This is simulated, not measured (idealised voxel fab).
process module | voxel transistor to metal
cross-section cut | 185 nm wide | cells 5 nm
A cross-section is a grid of square cells, given in bands from the top down. A band is one or more rows of cells.
Each band's line starts with the height of the band's top and of its bottom, in nm. Then come its materials from left to right, each with its width in nm. One material with "throughout" fills the band from edge to edge. "air" is empty space.
Height 0 is the level under which the wafer as received is all one material. The lowest band goes on downwards, as in "0 down".
A width such as "30 to 40" changes by the same amount from each row of cells to the next, from the band's top row to its bottom row.
"no change" after a step means that no cell of the cross-section changed.
closed voids: empty space of 8 cells or more with no open way to the top, each as width x height at its distance from the left edge, in nm
after a step's settings: what the simulator itself notes on the step
overlay nm, on a step with a mask: how far to the right of its planned place the mask lay; to the left if negative
plan
1 op RECEIVE | material Si
2 op OXIDIZE | depth nm 5
3 op CONFORMAL_DEP | material SiN | thk nm 10
4 op DIRECTIONAL_DEP | material aC | thk nm 15
5 op PATTERN | tone cover | mask id ACTIVE | material resist | width nm 110 | thk nm 30 | overlay nm 0
6 op DIRECTIONAL_ETCH | etch materials aC | depth nm 15
7 op STRIP | etch materials resist
8 op DIRECTIONAL_ETCH | etch materials SiN | depth nm 10
9 op DIRECTIONAL_ETCH | etch materials SiO2 | depth nm 5
10 op DIRECTIONAL_ETCH | etch materials Si | depth nm 30
11 op STRIP | etch materials aC
12 op FILL_DEP | material SiO2 | thk nm 15
13 op CMP | height nm 10
14 op SELECTIVE_ETCH | etch materials SiO2 | depth nm 10
15 op STRIP | etch materials SiN
16 op SELECTIVE_ETCH | etch materials SiO2 | depth nm 5
17 op OXIDIZE | depth nm 5
18 op DIRECTIONAL_DEP | material polySi | thk nm 20
19 op DIRECTIONAL_DEP | material SiCN | thk nm 10
20 op MASKED_ETCH | tone cover | mask id GATE | width nm 30 | etch materials SiCN | depth nm 20 | overlay nm 0
21 op MASKED_ETCH | tone cover | mask id GATE | width nm 30 | etch materials polySi | depth nm 30 | overlay nm 0
22 op CONFORMAL_DEP | material SiO2 | thk nm 5
23 op DIRECTIONAL_ETCH | etch materials SiO2 | depth nm 5
24 op CONFORMAL_DEP | material SiN | thk nm 5
25 op DIRECTIONAL_ETCH | etch materials SiN | depth nm 5
26 op DIRECTIONAL_ETCH | etch materials SiO2 | depth nm 5
27 op DIRECTIONAL_ETCH | etch materials Si | depth nm 10
28 op EPI | material nSi | thk nm 15
29 op FILL_DEP | material SiO2 | thk nm 5
30 op CMP | height nm 15
31 op STRIP | etch materials polySi
32 op SELECTIVE_ETCH | etch materials SiO2 | depth nm 5
33 op CONFORMAL_DEP | material HfO2 | thk nm 5
34 op CONFORMAL_DEP | material TiN | thk nm 5
35 op FILL_DEP | material W | thk nm 10
36 op CMP | height nm 10
37 op DIRECTIONAL_DEP | material SiO2 | thk nm 10
38 op DIRECTIONAL_DEP | material aC | thk nm 10
39 op PATTERN | tone open | mask id CONTACT | material resist | width nm 15 | pitch nm 75 | thk nm 30 | overlay nm 0
40 op DIRECTIONAL_ETCH | etch materials aC | depth nm 10
41 op STRIP | etch materials resist
42 op DIRECTIONAL_ETCH | etch materials SiO2 | depth nm 25
43 op STRIP | etch materials aC
44 op CONFORMAL_DEP | material TiN | thk nm 5
45 op FILL_DEP | material Ru | thk nm 10
46 op CMP | height nm 20
47 op CONFORMAL_DEP | material SiN | thk nm 5
48 op DIRECTIONAL_DEP | material lowk | thk nm 25
49 op MASKED_ETCH | tone open | mask id METAL_1 | width nm 15 | pitch nm 75 | etch materials lowk | depth nm 25 | overlay nm 0
50 op MASKED_ETCH | tone open | mask id METAL_1 | width nm 15 | pitch nm 75 | etch materials SiN | depth nm 5 | overlay nm 0
51 op CONFORMAL_DEP | material TiN | thk nm 5
52 op FILL_DEP | material Ru | thk nm 10
53 op CMP | height nm 50
54 op EPI | material Ru | thk nm 5
55 op FILL_DEP | material SiCN | thk nm 5
56 op DIRECTIONAL_DEP | material lowk | thk nm 30
57 op PATTERN | tone open | mask id METAL_2 | material resist | width nm 15 | pitch nm 75 | thk nm 15 | overlay nm 0
58 op DIRECTIONAL_ETCH | etch materials lowk | depth nm 20
59 op STRIP | etch materials resist
60 op MASKED_ETCH | tone open | mask id METAL_2_HOLES | width nm 15 | pitch nm 75 | etch materials lowk | depth nm 10 | overlay nm 0
61 op MASKED_ETCH | tone open | mask id METAL_2_HOLES | width nm 15 | pitch nm 75 | etch materials SiCN | depth nm 5 | overlay nm 0
62 op CONFORMAL_DEP | material TiN | thk nm 5
63 op FILL_DEP | material Cu | thk nm 10
64 op CMP | height nm 90
65 op CONFORMAL_DEP | material SiN | thk nm 5
as received, after step 1
  0 down: Si throughout
  closed voids: none
first wafer at the end, as planned
  95 to 90: SiN throughout
  90 to 60: lowk 45 | TiN 5 | Cu 5 | TiN 5 | lowk 60 | TiN 5 | Cu 5 | TiN 5 | lowk 50
  60 to 55: SiCN 45 | TiN 15 | SiCN 60 | TiN 15 | SiCN 50
  55 to 50: SiCN 40 | Ru 25 | SiCN 50 | Ru 25 | SiCN 45
  50 to 25: lowk 45 | TiN 5 | Ru 5 | TiN 5 | lowk 60 | TiN 5 | Ru 5 | TiN 5 | lowk 50
  25 to 20: SiN 45 | TiN 15 | SiN 60 | TiN 15 | SiN 50
  20 to 10: SiO2 45 | TiN 5 | Ru 5 | TiN 5 | SiO2 60 | TiN 5 | Ru 5 | TiN 5 | SiO2 50
  10 to 5: SiO2 45 | TiN 15 | SiO2 5 | SiN 5 | HfO2 5 | TiN 5 | W 20 | TiN 5 | HfO2 5 | SiN 5 | SiO2 5 | TiN 15 | SiO2 50
  5 to 0: SiO2 45 | TiN 5 | nSi 15 | SiN 5 | HfO2 5 | TiN 5 | W 20 | TiN 5 | HfO2 5 | SiN 5 | nSi 15 | TiN 5 | SiO2 50
  0 to -5: SiO2 45 | TiN 5 | nSi 15 | SiN 5 | HfO2 5 | TiN 30 | HfO2 5 | SiN 5 | nSi 15 | TiN 5 | SiO2 50
  -5 to -10: SiO2 30 | nSi 35 | SiO2 5 | HfO2 40 | SiO2 5 | nSi 35 | SiO2 35
  -10 to -20: SiO2 35 | nSi 30 | Si 50 | nSi 30 | SiO2 40
  -20 to -35: SiO2 35 | Si 110 | SiO2 40
  -35 down: Si throughout
  closed voids: none
second wafer at the end: like start, like plan, one mistake
  95 to 90: SiN throughout
  90 to 65: lowk 45 | TiN 5 | Cu 5 | TiN 5 | lowk 60 | TiN 5 | Cu 5 | TiN 5 | lowk 50
  65 to 60: lowk 45 | TiN 15 | lowk 60 | TiN 15 | lowk 50
  60 to 55: SiCN 45 | TiN 10 | SiCN 65 | TiN 10 | SiCN 55
  55 to 50: SiCN 40 | Ru 25 | SiCN 50 | Ru 25 | SiCN 45
  50 to 25: lowk 45 | TiN 5 | Ru 5 | TiN 5 | lowk 60 | TiN 5 | Ru 5 | TiN 5 | lowk 50
  25 to 20: SiN 45 | TiN 15 | SiN 60 | TiN 15 | SiN 50
  20 to 10: SiO2 45 | TiN 5 | Ru 5 | TiN 5 | SiO2 60 | TiN 5 | Ru 5 | TiN 5 | SiO2 50
  10 to 5: SiO2 45 | TiN 15 | SiO2 5 | SiN 5 | HfO2 5 | TiN 5 | W 20 | TiN 5 | HfO2 5 | SiN 5 | SiO2 5 | TiN 15 | SiO2 50
  5 to 0: SiO2 45 | TiN 5 | nSi 15 | SiN 5 | HfO2 5 | TiN 5 | W 20 | TiN 5 | HfO2 5 | SiN 5 | nSi 15 | TiN 5 | SiO2 50
  0 to -5: SiO2 45 | TiN 5 | nSi 15 | SiN 5 | HfO2 5 | TiN 30 | HfO2 5 | SiN 5 | nSi 15 | TiN 5 | SiO2 50
  -5 to -10: SiO2 30 | nSi 35 | SiO2 5 | HfO2 40 | SiO2 5 | nSi 35 | SiO2 35
  -10 to -20: SiO2 35 | nSi 30 | Si 50 | nSi 30 | SiO2 40
  -20 to -35: SiO2 35 | Si 110 | SiO2 40
  -35 down: Si throughout
  closed voids: none
what went wrong: step 61 ran as: op MASKED_ETCH | tone open | mask id METAL_2_HOLES | width nm 15 | pitch nm 75 | etch materials SiCN | depth nm 5 | overlay nm -5
at the end the second wafer has, in cells: 2 fewer of Cu | 2 more of SiCN
